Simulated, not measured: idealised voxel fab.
The document below concerns the process module designated voxel lift off.
Pictured: cross-section cut, 170 nm wide, on a grid of 5 nm square cells.
In this document a cross-section is written as a grid of square cells. It is given as a series of bands, listed from the top down, and a band is one or more rows of cells. Read a band's entry like this: the first values are the height of its top and the height of its bottom in nm, and what follows is the sequence of materials from left to right, each with its width in nm. Note that "air" is empty space, and that a single material marked "everywhere" reaches across the band from edge to edge. The reference from which all heights are counted is 0, the level beneath which the as-received wafer is entirely one material; the lowest band, having no lower bound, proceeds downward and is written after the example "0 nm and below". So if you see something like "30->40" for the width, read it as the top row of the band sitting at the first number and the bottom row at the second, with every row in between moving by the same amount as the last. Reading "remained unchanged" for a step: not a cell of the cross-section changed in it. In "Sealed-off cavities" the enclosed voids are listed, meaning empty spaces of 8 cells or larger without any opening to the top. The form is width x height at distance, distance from the left edge, units nm. Note: text after step settings on the step line = simulator remark on that step. Regarding "overlay nm": on a step with a mask, it is the distance the mask lay to the right of its planned place; a negative value places it to the left.

The following list gives the planned process steps:
1 RECEIVE,material Si
2 CONFORMAL_DEP,material SiO2,thk nm 5
3 PATTERN,tone open,mask id LINES,material resist,width nm 30,pitch nm 60,thk nm 25,overlay nm 0
4 DIRECTIONAL_DEP,material Ru,thk nm 15
5 STRIP,etch materials resist
6 CONFORMAL_DEP,material SiCN,thk nm 5

The first of a set of two wafers, run to plan:

Cross-section, incoming material, after step 1:
0 nm and below = Si everywhere
Sealed-off cavities: none

Cross-section: wafer state after step 2:
5 nm to 0 nm = SiO2 everywhere
For the remainder of the cross-section, below 0, there is no change.

Cross-section: wafer state after step 3:
30 nm to 5 nm = 40 of resist, then 30 of air, then 30 of resist, then 30 of air, then 40 of resist
For the remainder of the cross-section, below 5, there is no change.

Cross-section: wafer state after step 4:
45 nm to 30 nm = 40 of Ru, then 30 of air, then 30 of Ru, then 30 of air, then 40 of Ru
30 nm to 20 nm = 40 of resist, then 30 of air, then 30 of resist, then 30 of air, then 40 of resist
20 nm to 5 nm = 40 of resist, then 30 of Ru, then 30 of resist, then 30 of Ru, then 40 of resist
For the remainder of the cross-section, below 5, there is no change.

Cross-section: wafer state after step 5:
20 nm to 5 nm = 40 of air, then 30 of Ru, then 30 of air, then 30 of Ru, then 40 of air
For the remainder of the cross-section, below 5, there is no change.

Cross-section: wafer state after step 6:
25 nm to 20 nm = 35 of air, then 40 of SiCN, then 20 of air, then 40 of SiCN, then 35 of air
20 nm to 10 nm = 35 of air, then 5 of SiCN, then 30 of Ru, then 5 of SiCN, then 20 of air, then 5 of SiCN, then 30 of Ru, then 5 of SiCN, then 35 of air
10 nm to 5 nm = 40 of SiCN, then 30 of Ru, then 30 of SiCN, then 30 of Ru, then 40 of SiCN
For the remainder of the cross-section, below 5, there is no change.

It is to be noted that the second wafer proceeded from the same initial state and according to the same plan as the first, although one mistake was committed in its execution; through step 2, inclusive, the two wafers share an identical history:

Planned end of step 3: second wafer, cross-section:
30 nm to 5 nm = 35 of resist, then 40 of air, then 20 of resist, then 40 of air, then 35 of resist
For the remainder of the cross-section, below 5, there is no change.

Planned end of step 4: second wafer, cross-section:
45 nm to 30 nm = 35 of Ru, then 40 of air, then 20 of Ru, then 40 of air, then 35 of Ru
30 nm to 20 nm = 35 of resist, then 40 of air, then 20 of resist, then 40 of air, then 35 of resist
20 nm to 5 nm = 35 of resist, then 40 of Ru, then 20 of resist, then 40 of Ru, then 35 of resist
For the remainder of the cross-section, below 5, there is no change.

Planned end of step 5: second wafer, cross-section:
20 nm to 5 nm = 35 of air, then 40 of Ru, then 20 of air, then 40 of Ru, then 35 of air
For the remainder of the cross-section, below 5, there is no change.

Planned end of step 6: second wafer, cross-section:
25 nm to 20 nm = 30 of air, then 50 of SiCN, then 10 of air, then 50 of SiCN, then 30 of air
20 nm to 10 nm = 30 of air, then 5 of SiCN, then 40 of Ru, then 5 of SiCN, then 10 of air, then 5 of SiCN, then 40 of Ru, then 5 of SiCN, then 30 of air
10 nm to 5 nm = 35 of SiCN, then 40 of Ru, then 20 of SiCN, then 40 of Ru, then 35 of SiCN
For the remainder of the cross-section, below 5, there is no change.
So what did we get wrong on this run? step 3 off recipe, ran as PATTERN,tone open,mask id LINES,material resist,width nm 40,pitch nm 60,thk nm 25,overlay nm 0
Materials where the second wafer ends with more or fewer cells than the first: Ru: 12 more
